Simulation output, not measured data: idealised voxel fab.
Name of the process module below: voxel wiring stack
We display cut, a cross-section 190 nm in width whose square cells are each 5 nm.
Cross-section format: a grid of square cells, given as bands from top to bottom; each band is one or more rows of cells. A band entry consists of two parts. The first gives the height of the band's top and the height of its bottom, in nm. The rest lists the band's materials from left to right, each with its width in nm. A single material labelled with the word "edge to edge" fills the band from edge to edge, and the word "air" marks empty space. Ref level 0: as-received wafer is one material below here. Bottom band extends down with no lower bound ("0 down"). So if you see something like "30->40" for the width, read it as the top row of the band sitting at the first number and the bottom row at the second, with every row in between moving by the same amount as the last. Given "nothing changed" for a step, no cell of the cross-section differs between before and after that step. Listed closed voids: empty space of 8 cells or more with no open way to the top, each as width x height at its distance from the left edge, in nm. Read whatever lies past the settings on a step's line as the simulator's own remark about the step. overlay nm: where the mask lay relative to plan, measured to the right, on steps with a mask; negatives go left.

### Intended process steps
- 1: RECEIVE: material Si
- 2: CONFORMAL_DEP: material SiO2, thk nm 15
- 3: CONFORMAL_DEP: material SiN, thk nm 5
- 4: DIRECTIONAL_DEP: material lowk, thk nm 20
- 5: PATTERN: tone open, mask id METAL_1, material resist, width nm 25, pitch nm 45, thk nm 15, overlay nm 0
- 6: DIRECTIONAL_ETCH: etch materials lowk, depth nm 20
- 7: DIRECTIONAL_ETCH: etch materials SiN, depth nm 5
- 8: STRIP: etch materials resist
- 9: CONFORMAL_DEP: material TiN, thk nm 5
- 10: FILL_DEP: material Cu, thk nm 10
- 11: CMP: height nm 40
- 12: CONFORMAL_DEP: material SiCN, thk nm 5
- 13: DIRECTIONAL_DEP: material lowk, thk nm 10
- 14: PATTERN: tone open, mask id PLUG_1, material resist, width nm 15, pitch nm 90, thk nm 20, overlay nm 0
- 15: DIRECTIONAL_ETCH: etch materials lowk, depth nm 10
- 16: DIRECTIONAL_ETCH: etch materials SiCN, depth nm 5
- 17: STRIP: etch materials resist
- 18: CONFORMAL_DEP: material TiN, thk nm 5
- 19: FILL_DEP: material W, thk nm 5
- 20: CMP: height nm 55
- 21: CONFORMAL_DEP: material SiN, thk nm 5
- 22: DIRECTIONAL_DEP: material lowk, thk nm 20
- 23: MASKED_ETCH: tone open, mask id METAL_2, width nm 25, pitch nm 45, etch materials lowk, depth nm 20, overlay nm 0
- 24: MASKED_ETCH: tone open, mask id METAL_2, width nm 25, pitch nm 45, etch materials SiN, depth nm 5, overlay nm 0
- 25: CONFORMAL_DEP: material TiN, thk nm 5
- 26: FILL_DEP: material Cu, thk nm 10
- 27: CMP: height nm 80
- 28: EPI: material Ru, thk nm 5
- 29: FILL_DEP: material SiCN, thk nm 5

### The first of a set of two wafers, run to plan

### The cross-section here shows the wafer as received, i.e. in its state after step 1
	0 down: Si edge to edge
	Listed closed voids: none

### Cross-section of the wafer after step 2
	15 to 0: SiO2 edge to edge
	Below 0 it's all the same as before, nothing changed down there.

### Cross-section of the wafer after step 3
	20 to 15: SiN edge to edge
	Below 15 it's all the same as before, nothing changed down there.

### Cross-section of the wafer after step 4
	40 to 20: lowk edge to edge
	Below 20 it's all the same as before, nothing changed down there.

### Cross-section of the wafer after step 5
	55 to 40: resist (15), air (25), resist (20), air (25), resist (20), air (25), resist (20), air (25), resist (15)
	Below 40 it's all the same as before, nothing changed down there.

### Cross-section of the wafer after step 6
	55 to 40: resist (15), air (25), resist (20), air (25), resist (20), air (25), resist (20), air (25), resist (15)
	40 to 20: lowk (15), air (25), lowk (20), air (25), lowk (20), air (25), lowk (20), air (25), lowk (15)
	Below 20 it's all the same as before, nothing changed down there.

### Cross-section of the wafer after step 7
	55 to 40: resist (15), air (25), resist (20), air (25), resist (20), air (25), resist (20), air (25), resist (15)
	40 to 20: lowk (15), air (25), lowk (20), air (25), lowk (20), air (25), lowk (20), air (25), lowk (15)
	20 to 15: SiN (15), air (25), SiN (20), air (25), SiN (20), air (25), SiN (20), air (25), SiN (15)
	Below 15 it's all the same as before, nothing changed down there.

### Cross-section of the wafer after step 8
	40 to 20: lowk (15), air (25), lowk (20), air (25), lowk (20), air (25), lowk (20), air (25), lowk (15)
	Below 20 it's all the same as before, nothing changed down there.

### Cross-section of the wafer after step 9
	45 to 40: TiN (20), air (15), TiN (30), air (15), TiN (30), air (15), TiN (30), air (15), TiN (20)
	40 to 20: lowk (15), TiN (5), air (15), TiN (5), lowk (20), TiN (5), air (15), TiN (5), lowk (20), TiN (5), air (15), TiN (5), lowk (20), TiN (5), air (15), TiN (5), lowk (15)
	20 to 15: SiN (15), TiN (25), SiN (20), TiN (25), SiN (20), TiN (25), SiN (20), TiN (25), SiN (15)
	Below 15 it's all the same as before, nothing changed down there.

### Cross-section of the wafer after step 10
	55 to 45: Cu edge to edge
	45 to 40: TiN (20), Cu (15), TiN (30), Cu (15), TiN (30), Cu (15), TiN (30), Cu (15), TiN (20)
	40 to 20: lowk (15), TiN (5), Cu (15), TiN (5), lowk (20), TiN (5), Cu (15), TiN (5), lowk (20), TiN (5), Cu (15), TiN (5), lowk (20), TiN (5), Cu (15), TiN (5), lowk (15)
	Below 20 it's all the same as before, nothing changed down there.

### Cross-section of the wafer after step 11
	40 to 20: lowk (15), TiN (5), Cu (15), TiN (5), lowk (20), TiN (5), Cu (15), TiN (5), lowk (20), TiN (5), Cu (15), TiN (5), lowk (20), TiN (5), Cu (15), TiN (5), lowk (15)
	Below 20 it's all the same as before, nothing changed down there.

### Cross-section of the wafer after step 12
	45 to 40: SiCN edge to edge
	Below 40 it's all the same as before, nothing changed down there.

### Cross-section of the wafer after step 13
	55 to 45: lowk edge to edge
	Below 45 it's all the same as before, nothing changed down there.

### Cross-section of the wafer after step 14
	75 to 55: resist (15), air (15), resist (75), air (15), resist (70)
	Below 55 it's all the same as before, nothing changed down there.

### Cross-section of the wafer after step 15
	75 to 55: resist (15), air (15), resist (75), air (15), resist (70)
	55 to 45: lowk (15), air (15), lowk (75), air (15), lowk (70)
	Below 45 it's all the same as before, nothing changed down there.

### Cross-section of the wafer after step 16
	75 to 55: resist (15), air (15), resist (75), air (15), resist (70)
	55 to 45: lowk (15), air (15), lowk (75), air (15), lowk (70)
	45 to 40: SiCN (15), air (15), SiCN (75), air (15), SiCN (70)
	Below 40 it's all the same as before, nothing changed down there.

### Cross-section of the wafer after step 17
	55 to 45: lowk (15), air (15), lowk (75), air (15), lowk (70)
	Below 45 it's all the same as before, nothing changed down there.

### Cross-section of the wafer after step 18
	60 to 55: TiN (20), air (5), TiN (85), air (5), TiN (75)
	55 to 45: lowk (15), TiN (5), air (5), TiN (5), lowk (75), TiN (5), air (5), TiN (5), lowk (70)
	45 to 40: SiCN (15), TiN (15), SiCN (75), TiN (15), SiCN (70)
	Below 40 it's all the same as before, nothing changed down there.

### Cross-section of the wafer after step 19
	65 to 60: W edge to edge
	60 to 55: TiN (20), W (5), TiN (85), W (5), TiN (75)
	55 to 45: lowk (15), TiN (5), W (5), TiN (5), lowk (75), TiN (5), W (5), TiN (5), lowk (70)
	Below 45 it's all the same as before, nothing changed down there.

### Cross-section of the wafer after step 20
	55 to 45: lowk (15), TiN (5), W (5), TiN (5), lowk (75), TiN (5), W (5), TiN (5), lowk (70)
	Below 45 it's all the same as before, nothing changed down there.

### Cross-section of the wafer after step 21
	60 to 55: SiN edge to edge
	Below 55 it's all the same as before, nothing changed down there.

### Cross-section of the wafer after step 22
	80 to 60: lowk edge to edge
	Below 60 it's all the same as before, nothing changed down there.

### Cross-section of the wafer after step 23
	80 to 60: lowk (15), air (25), lowk (20), air (25), lowk (20), air (25), lowk (20), air (25), lowk (15)
	Below 60 it's all the same as before, nothing changed down there.

### Cross-section of the wafer after step 24
	80 to 60: lowk (15), air (25), lowk (20), air (25), lowk (20), air (25), lowk (20), air (25), lowk (15)
	60 to 55: SiN (15), air (25), SiN (20), air (25), SiN (20), air (25), SiN (20), air (25), SiN (15)
	Below 55 it's all the same as before, nothing changed down there.

### Cross-section of the wafer after step 25
	85 to 80: TiN (20), air (15), TiN (30), air (15), TiN (30), air (15), TiN (30), air (15), TiN (20)
	80 to 60: lowk (15), TiN (5), air (15), TiN (5), lowk (20), TiN (5), air (15), TiN (5), lowk (20), TiN (5), air (15), TiN (5), lowk (20), TiN (5), air (15), TiN (5), lowk (15)
	60 to 55: SiN (15), TiN (25), SiN (20), TiN (25), SiN (20), TiN (25), SiN (20), TiN (25), SiN (15)
	Below 55 it's all the same as before, nothing changed down there.

### Cross-section of the wafer after step 26
	95 to 85: Cu edge to edge
	85 to 80: TiN (20), Cu (15), TiN (30), Cu (15), TiN (30), Cu (15), TiN (30), Cu (15), TiN (20)
	80 to 60: lowk (15), TiN (5), Cu (15), TiN (5), lowk (20), TiN (5), Cu (15), TiN (5), lowk (20), TiN (5), Cu (15), TiN (5), lowk (20), TiN (5), Cu (15), TiN (5), lowk (15)
	Below 60 it's all the same as before, nothing changed down there.

### Cross-section of the wafer after step 27
	80 to 60: lowk (15), TiN (5), Cu (15), TiN (5), lowk (20), TiN (5), Cu (15), TiN (5), lowk (20), TiN (5), Cu (15), TiN (5), lowk (20), TiN (5), Cu (15), TiN (5), lowk (15)
	Below 60 it's all the same as before, nothing changed down there.

### Cross-section of the wafer after step 28
	85 to 80: air (10), Ru (35), air (10), Ru (35), air (10), Ru (35), air (10), Ru (35), air (10)
	Below 80 it's all the same as before, nothing changed down there.

### Cross-section of the wafer after step 29
	90 to 85: SiCN edge to edge
	85 to 80: SiCN (10), Ru (35), SiCN (10), Ru (35), SiCN (10), Ru (35), SiCN (10), Ru (35), SiCN (10)
	Below 80 it's all the same as before, nothing changed down there.

### Wafer two of the pair: same origin, same plan, one error during the run; identical to wafer one up to and including step 13

### Here is the second wafer in cross-section at the point where step 14 of the plan should have been done
	75 to 55: resist (20), air (15), resist (75), air (15), resist (65)
	Below 55 it's all the same as before, nothing changed down there.

### Here is the second wafer in cross-section at the point where step 15 of the plan should have been done
	75 to 55: resist (20), air (15), resist (75), air (15), resist (65)
	55 to 45: lowk (20), air (15), lowk (75), air (15), lowk (65)
	Below 45 it's all the same as before, nothing changed down there.

### Here is the second wafer in cross-section at the point where step 16 of the plan should have been done
	75 to 55: resist (20), air (15), resist (75), air (15), resist (65)
	55 to 45: lowk (20), air (15), lowk (75), air (15), lowk (65)
	45 to 40: SiCN (20), air (15), SiCN (75), air (15), SiCN (65)
	Below 40 it's all the same as before, nothing changed down there.

### Here is the second wafer in cross-section at the point where step 17 of the plan should have been done
	55 to 45: lowk (20), air (15), lowk (75), air (15), lowk (65)
	Below 45 it's all the same as before, nothing changed down there.

### Here is the second wafer in cross-section at the point where step 18 of the plan should have been done
	60 to 55: TiN (25), air (5), TiN (85), air (5), TiN (70)
	55 to 45: lowk (20), TiN (5), air (5), TiN (5), lowk (75), TiN (5), air (5), TiN (5), lowk (65)
	45 to 40: SiCN (20), TiN (15), SiCN (75), TiN (15), SiCN (65)
	Below 40 it's all the same as before, nothing changed down there.

### Here is the second wafer in cross-section at the point where step 19 of the plan should have been done
	65 to 60: W edge to edge
	60 to 55: TiN (25), W (5), TiN (85), W (5), TiN (70)
	55 to 45: lowk (20), TiN (5), W (5), TiN (5), lowk (75), TiN (5), W (5), TiN (5), lowk (65)
	Below 45 it's all the same as before, nothing changed down there.

### Here is the second wafer in cross-section at the point where step 20 of the plan should have been done
	55 to 45: lowk (20), TiN (5), W (5), TiN (5), lowk (75), TiN (5), W (5), TiN (5), lowk (65)
	Below 45 it's all the same as before, nothing changed down there.

### Here is the second wafer in cross-section at the point where step 21 of the plan should have been done
	60 to 55: SiN edge to edge
	Below 55 it's all the same as before, nothing changed down there.

### Here is the second wafer in cross-section at the point where step 22 of the plan should have been done
	80 to 60: lowk edge to edge
	Below 60 it's all the same as before, nothing changed down there.

### Here is the second wafer in cross-section at the point where step 23 of the plan should have been done
	80 to 60: lowk (15), air (25), lowk (20), air (25), lowk (20), air (25), lowk (20), air (25), lowk (15)
	Below 60 it's all the same as before, nothing changed down there.

### Here is the second wafer in cross-section at the point where step 24 of the plan should have been done
	80 to 60: lowk (15), air (25), lowk (20), air (25), lowk (20), air (25), lowk (20), air (25), lowk (15)
	60 to 55: SiN (15), air (25), SiN (20), air (25), SiN (20), air (25), SiN (20), air (25), SiN (15)
	Below 55 it's all the same as before, nothing changed down there.

### Here is the second wafer in cross-section at the point where step 25 of the plan should have been done
	85 to 80: TiN (20), air (15), TiN (30), air (15), TiN (30), air (15), TiN (30), air (15), TiN (20)
	80 to 60: lowk (15), TiN (5), air (15), TiN (5), lowk (20), TiN (5), air (15), TiN (5), lowk (20), TiN (5), air (15), TiN (5), lowk (20), TiN (5), air (15), TiN (5), lowk (15)
	60 to 55: SiN (15), TiN (25), SiN (20), TiN (25), SiN (20), TiN (25), SiN (20), TiN (25), SiN (15)
	Below 55 it's all the same as before, nothing changed down there.

### Here is the second wafer in cross-section at the point where step 26 of the plan should have been done
	95 to 85: Cu edge to edge
	85 to 80: TiN (20), Cu (15), TiN (30), Cu (15), TiN (30), Cu (15), TiN (30), Cu (15), TiN (20)
	80 to 60: lowk (15), TiN (5), Cu (15), TiN (5), lowk (20), TiN (5), Cu (15), TiN (5), lowk (20), TiN (5), Cu (15), TiN (5), lowk (20), TiN (5), Cu (15), TiN (5), lowk (15)
	Below 60 it's all the same as before, nothing changed down there.

### Here is the second wafer in cross-section at the point where step 27 of the plan should have been done
	80 to 60: lowk (15), TiN (5), Cu (15), TiN (5), lowk (20), TiN (5), Cu (15), TiN (5), lowk (20), TiN (5), Cu (15), TiN (5), lowk (20), TiN (5), Cu (15), TiN (5), lowk (15)
	Below 60 it's all the same as before, nothing changed down there.

### Here is the second wafer in cross-section at the point where step 28 of the plan should have been done
	85 to 80: air (10), Ru (35), air (10), Ru (35), air (10), Ru (35), air (10), Ru (35), air (10)
	Below 80 it's all the same as before, nothing changed down there.

### Here is the second wafer in cross-section at the point where step 29 of the plan should have been done
	90 to 85: SiCN edge to edge
	85 to 80: SiCN (10), Ru (35), SiCN (10), Ru (35), SiCN (10), Ru (35), SiCN (10), Ru (35), SiCN (10)
	Below 80 it's all the same as before, nothing changed down there.
The mistake made against the process plan was this: step 14 ran differently from the plan; actual operation with settings: PATTERN: tone open, mask id PLUG_1, material resist, width nm 15, pitch nm 90, thk nm 20, overlay nm 5
The two final wafers agree on how many cells each material fills and disagree on which cells those are.
